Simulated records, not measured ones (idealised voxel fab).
The following process module bears the name voxel quadruple lines.
The width of the displayed cross-section, cut, is 285 nm; its cells are square, with a size of 5 nm.
This document writes a cross-section as a grid whose cells are square, and gives it as bands, listed from the top down; one or more rows of cells form a band.
Each band's line starts with the height of the band's top and of its bottom, in nm. Then come its materials from left to right, each with its width in nm. One material with "full width" fills the band from edge to edge. "empty" is empty space.
Heights are measured from 0, the level below which the as-received wafer is all one material; the lowest band has no bottom and continues downward, written as in "0..down".
Width spec "30 to 40" -> top row of cells at first value, bottom row at second value, equal per-row change in between.
Step note "no modification" = no cross-section cell changed.
For the entry "Trapped cavities", the listed items are empty spaces with no open way to the top whose size is 8 cells or more; each item follows the pattern width x height at distance, where distance is from the left edge and all three are in nm.
Where a step's line continues beyond its settings, the continuation is a remark by the simulator itself on that step.
A step's line can hold "overlay nm"; with a mask on that step, the setting says how far right of the planned place the mask lay, while a negative setting says it lay to the left.

-- The following list gives the planned process steps
1 RECEIVE [material Si]
2 CONFORMAL_DEP [material SiO2] [thk nm 5]
3 DIRECTIONAL_DEP [material W] [thk nm 10]
4 DIRECTIONAL_DEP [material polySi] [thk nm 20]
5 DIRECTIONAL_DEP [material aC] [thk nm 25]
6 PATTERN [tone cover] [mask id MANDREL] [material resist] [width nm 20] [pitch nm 60] [thk nm 35] [overlay nm 0]
7 DIRECTIONAL_ETCH [etch materials aC] [depth nm 25]
8 STRIP [etch materials resist]
9 CONFORMAL_DEP [material SiO2] [thk nm 10]
10 DIRECTIONAL_ETCH [etch materials SiO2] [depth nm 10]
11 STRIP [etch materials aC]
12 DIRECTIONAL_ETCH [etch materials polySi] [depth nm 20]
13 STRIP [etch materials SiO2]
14 CONFORMAL_DEP [material SiCN] [thk nm 5]
15 DIRECTIONAL_ETCH [etch materials SiCN] [depth nm 5]
16 STRIP [etch materials polySi]
17 DIRECTIONAL_ETCH [etch materials W] [depth nm 10]
18 STRIP [etch materials SiCN]

-- Run as planned: first of two wafers

-- Here's what the wafer looked like in cross-section when it arrived - that's after step 1
    0..down: Si full width
    Trapped cavities: none

-- You're looking at a cross-section of the wafer after step 2
    5..0: SiO2 full width
    Note: structure below 0 unchanged.

-- You're looking at a cross-section of the wafer after step 3
    15..5: W full width
    Note: structure below 5 unchanged.

-- You're looking at a cross-section of the wafer after step 4
    35..15: polySi full width
    Note: structure below 15 unchanged.

-- You're looking at a cross-section of the wafer after step 5
    60..35: aC full width
    Note: structure below 35 unchanged.

-- You're looking at a cross-section of the wafer after step 6
    95..60: empty=100 | resist=20 | empty=40 | resist=20 | empty=105
    Note: structure below 60 unchanged.

-- You're looking at a cross-section of the wafer after step 7
    70..60: empty=100 | resist=20 | empty=40 | resist=20 | empty=105
    60..35: empty=100 | aC=20 | empty=40 | aC=20 | empty=105
    Note: structure below 35 unchanged.

-- You're looking at a cross-section of the wafer after step 8
    60..35: empty=100 | aC=20 | empty=40 | aC=20 | empty=105
    Note: structure below 35 unchanged.

-- You're looking at a cross-section of the wafer after step 9
    70..60: empty=90 | SiO2=40 | empty=20 | SiO2=40 | empty=95
    60..45: empty=90 | SiO2=10 | aC=20 | SiO2=10 | empty=20 | SiO2=10 | aC=20 | SiO2=10 | empty=95
    45..35: SiO2=100 | aC=20 | SiO2=40 | aC=20 | SiO2=105
    Note: structure below 35 unchanged.

-- You're looking at a cross-section of the wafer after step 10
    60..35: empty=90 | SiO2=10 | aC=20 | SiO2=10 | empty=20 | SiO2=10 | aC=20 | SiO2=10 | empty=95
    Note: structure below 35 unchanged.

-- You're looking at a cross-section of the wafer after step 11
    60..35: empty=90 | SiO2=10 | empty=20 | SiO2=10 | empty=20 | SiO2=10 | empty=20 | SiO2=10 | empty=95
    Note: structure below 35 unchanged.

-- You're looking at a cross-section of the wafer after step 12
    60..35: empty=90 | SiO2=10 | empty=20 | SiO2=10 | empty=20 | SiO2=10 | empty=20 | SiO2=10 | empty=95
    35..15: empty=90 | polySi=10 | empty=20 | polySi=10 | empty=20 | polySi=10 | empty=20 | polySi=10 | empty=95
    Note: structure below 15 unchanged.

-- You're looking at a cross-section of the wafer after step 13
    35..15: empty=90 | polySi=10 | empty=20 | polySi=10 | empty=20 | polySi=10 | empty=20 | polySi=10 | empty=95
    Note: structure below 15 unchanged.

-- You're looking at a cross-section of the wafer after step 14
    40..35: empty=85 | SiCN=20 | empty=10 | SiCN=20 | empty=10 | SiCN=20 | empty=10 | SiCN=20 | empty=90
    35..20: empty=85 | SiCN=5 | polySi=10 | SiCN=5 | empty=10 | SiCN=5 | polySi=10 | SiCN=5 | empty=10 | SiCN=5 | polySi=10 | SiCN=5 | empty=10 | SiCN=5 | polySi=10 | SiCN=5 | empty=90
    20..15: SiCN=90 | polySi=10 | SiCN=20 | polySi=10 | SiCN=20 | polySi=10 | SiCN=20 | polySi=10 | SiCN=95
    Note: structure below 15 unchanged.

-- You're looking at a cross-section of the wafer after step 15
    35..15: empty=85 | SiCN=5 | polySi=10 | SiCN=5 | empty=10 | SiCN=5 | polySi=10 | SiCN=5 | empty=10 | SiCN=5 | polySi=10 | SiCN=5 | empty=10 | SiCN=5 | polySi=10 | SiCN=5 | empty=90
    Note: structure below 15 unchanged.

-- You're looking at a cross-section of the wafer after step 16
    35..15: empty=85 | SiCN=5 | empty=10 | SiCN=5 | empty=10 | SiCN=5 | empty=10 | SiCN=5 | empty=10 | SiCN=5 | empty=10 | SiCN=5 | empty=10 | SiCN=5 | empty=10 | SiCN=5 | empty=90
    Note: structure below 15 unchanged.

-- You're looking at a cross-section of the wafer after step 17
    35..15: empty=85 | SiCN=5 | empty=10 | SiCN=5 | empty=10 | SiCN=5 | empty=10 | SiCN=5 | empty=10 | SiCN=5 | empty=10 | SiCN=5 | empty=10 | SiCN=5 | empty=10 | SiCN=5 | empty=90
    15..5: empty=85 | W=5 | empty=10 | W=5 | empty=10 | W=5 | empty=10 | W=5 | empty=10 | W=5 | empty=10 | W=5 | empty=10 | W=5 | empty=10 | W=5 | empty=90
    Note: structure below 5 unchanged.

-- You're looking at a cross-section of the wafer after step 18
    15..5: empty=85 | W=5 | empty=10 | W=5 | empty=10 | W=5 | empty=10 | W=5 | empty=10 | W=5 | empty=10 | W=5 | empty=10 | W=5 | empty=10 | W=5 | empty=90
    Note: structure below 5 unchanged.

-- Wafer two of the pair: same origin, same plan, one error during the run; identical to wafer one up to and including step 5

-- Second wafer: cross-section at the scheduled end of step 6
    95..60: empty=95 | resist=30 | empty=30 | resist=30 | empty=100
    Note: structure below 60 unchanged.

-- Second wafer: cross-section at the scheduled end of step 7
    70..60: empty=95 | resist=30 | empty=30 | resist=30 | empty=100
    60..35: empty=95 | aC=30 | empty=30 | aC=30 | empty=100
    Note: structure below 35 unchanged.

-- Second wafer: cross-section at the scheduled end of step 8
    60..35: empty=95 | aC=30 | empty=30 | aC=30 | empty=100
    Note: structure below 35 unchanged.

-- Second wafer: cross-section at the scheduled end of step 9
    70..60: empty=85 | SiO2=50 | empty=10 | SiO2=50 | empty=90
    60..45: empty=85 | SiO2=10 | aC=30 | SiO2=10 | empty=10 | SiO2=10 | aC=30 | SiO2=10 | empty=90
    45..35: SiO2=95 | aC=30 | SiO2=30 | aC=30 | SiO2=100
    Note: structure below 35 unchanged.

-- Second wafer: cross-section at the scheduled end of step 10
    60..35: empty=85 | SiO2=10 | aC=30 | SiO2=10 | empty=10 | SiO2=10 | aC=30 | SiO2=10 | empty=90
    Note: structure below 35 unchanged.

-- Second wafer: cross-section at the scheduled end of step 11
    60..35: empty=85 | SiO2=10 | empty=30 | SiO2=10 | empty=10 | SiO2=10 | empty=30 | SiO2=10 | empty=90
    Note: structure below 35 unchanged.

-- Second wafer: cross-section at the scheduled end of step 12
    60..35: empty=85 | SiO2=10 | empty=30 | SiO2=10 | empty=10 | SiO2=10 | empty=30 | SiO2=10 | empty=90
    35..15: empty=85 | polySi=10 | empty=30 | polySi=10 | empty=10 | polySi=10 | empty=30 | polySi=10 | empty=90
    Note: structure below 15 unchanged.

-- Second wafer: cross-section at the scheduled end of step 13
    35..15: empty=85 | polySi=10 | empty=30 | polySi=10 | empty=10 | polySi=10 | empty=30 | polySi=10 | empty=90
    Note: structure below 15 unchanged.

-- Second wafer: cross-section at the scheduled end of step 14
    40..35: empty=80 | SiCN=20 | empty=20 | SiCN=40 | empty=20 | SiCN=20 | empty=85
    35..20: empty=80 | SiCN=5 | polySi=10 | SiCN=5 | empty=20 | SiCN=5 | polySi=10 | SiCN=10 | polySi=10 | SiCN=5 | empty=20 | SiCN=5 | polySi=10 | SiCN=5 | empty=85
    20..15: SiCN=85 | polySi=10 | SiCN=30 | polySi=10 | SiCN=10 | polySi=10 | SiCN=30 | polySi=10 | SiCN=90
    Note: structure below 15 unchanged.

-- Second wafer: cross-section at the scheduled end of step 15
    35..15: empty=80 | SiCN=5 | polySi=10 | SiCN=5 | empty=20 | SiCN=5 | polySi=10 | SiCN=10 | polySi=10 | SiCN=5 | empty=20 | SiCN=5 | polySi=10 | SiCN=5 | empty=85
    Note: structure below 15 unchanged.

-- Second wafer: cross-section at the scheduled end of step 16
    35..15: empty=80 | SiCN=5 | empty=10 | SiCN=5 | empty=20 | SiCN=5 | empty=10 | SiCN=10 | empty=10 | SiCN=5 | empty=20 | SiCN=5 | empty=10 | SiCN=5 | empty=85
    Note: structure below 15 unchanged.

-- Second wafer: cross-section at the scheduled end of step 17
    35..15: empty=80 | SiCN=5 | empty=10 | SiCN=5 | empty=20 | SiCN=5 | empty=10 | SiCN=10 | empty=10 | SiCN=5 | empty=20 | SiCN=5 | empty=10 | SiCN=5 | empty=85
    15..5: empty=80 | W=5 | empty=10 | W=5 | empty=20 | W=5 | empty=10 | W=10 | empty=10 | W=5 | empty=20 | W=5 | empty=10 | W=5 | empty=85
    Note: structure below 5 unchanged.

-- Second wafer: cross-section at the scheduled end of step 18
    15..5: empty=80 | W=5 | empty=10 | W=5 | empty=20 | W=5 | empty=10 | W=10 | empty=10 | W=5 | empty=20 | W=5 | empty=10 | W=5 | empty=85
    Note: structure below 5 unchanged.
What was the processing mistake? planned and actual differ for step 6; actual: PATTERN [tone cover] [mask id MANDREL] [material resist] [width nm 30] [pitch nm 60] [thk nm 35] [overlay nm 0]
At the end, the second wafer has the same number of cells of each material as the first, but those cells sit in other places.
